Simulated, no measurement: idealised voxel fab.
process module | voxel self aligned contacts
cross-section cut | 200 nm wide | cells 5 nm
A cross-section is a grid of square cells, given in bands from the top down. A band is one or more rows of cells.
Each band's line starts with the height of the band's top and of its bottom, in nm. Then come its materials from left to right, each with its width in nm. One material with "throughout" fills the band from edge to edge. "air" is empty space.
Height 0 is the level under which the wafer as received is all one material. The lowest band goes on downwards, as in "0 down".
A width such as "30 to 40" changes by the same amount from each row of cells to the next, from the band's top row to its bottom row.
"no change" after a step means that no cell of the cross-section changed.
closed voids: empty space of 8 cells or more with no open way to the top, each as width x height at its distance from the left edge, in nm
after a step's settings: what the simulator itself notes on the step
overlay nm, on a step with a mask: how far to the right of its planned place the mask lay; to the left if negative
plan
1 op RECEIVE | material Si
2 op OXIDIZE | depth nm 5
3 op DIRECTIONAL_DEP | material polySi | thk nm 30
4 op DIRECTIONAL_DEP | material SiN | thk nm 25
5 op MASKED_ETCH | tone cover | mask id GATE | width nm 25 | pitch nm 60 | etch materials SiN | depth nm 25 | overlay nm 0
6 op MASKED_ETCH | tone cover | mask id GATE | width nm 25 | pitch nm 60 | etch materials polySi | depth nm 30 | overlay nm 0
7 op CONFORMAL_DEP | material SiN | thk nm 10
8 op DIRECTIONAL_ETCH | etch materials SiN | depth nm 10
9 op FILL_DEP | material SiO2 | thk nm 15
10 op CMP | height nm 65
11 op MASKED_ETCH | tone open | mask id CONTACT | width nm 35 | pitch nm 60 | etch materials SiO2 | depth nm 70 | overlay nm 0
12 op CONFORMAL_DEP | material TiN | thk nm 5
13 op FILL_DEP | material W | thk nm 10
14 op CMP | height nm 65
15 op CONFORMAL_DEP | material SiCN | thk nm 5
varied across the wafers: width nm of step 11. The plan shows the first wafer's value. All wafers start alike
first wafer as received, after step 1
  0 down: Si throughout
  closed voids: none
each wafer at the end: cells of each material gained (+) or lost (-) since it was received, then its closed voids
width nm 35 | -40 Si | +40 SiCN | +207 SiN | +163 SiO2 | +66 TiN | +34 W | +90 polySi | closed voids: none
width nm 40 | -40 Si | +40 SiCN | +207 SiN | +159 SiO2 | +68 TiN | +36 W | +90 polySi | closed voids: none
width nm 45 | -40 Si | +40 SiCN | +207 SiN | +155 SiO2 | +70 TiN | +38 W | +90 polySi | closed voids: none
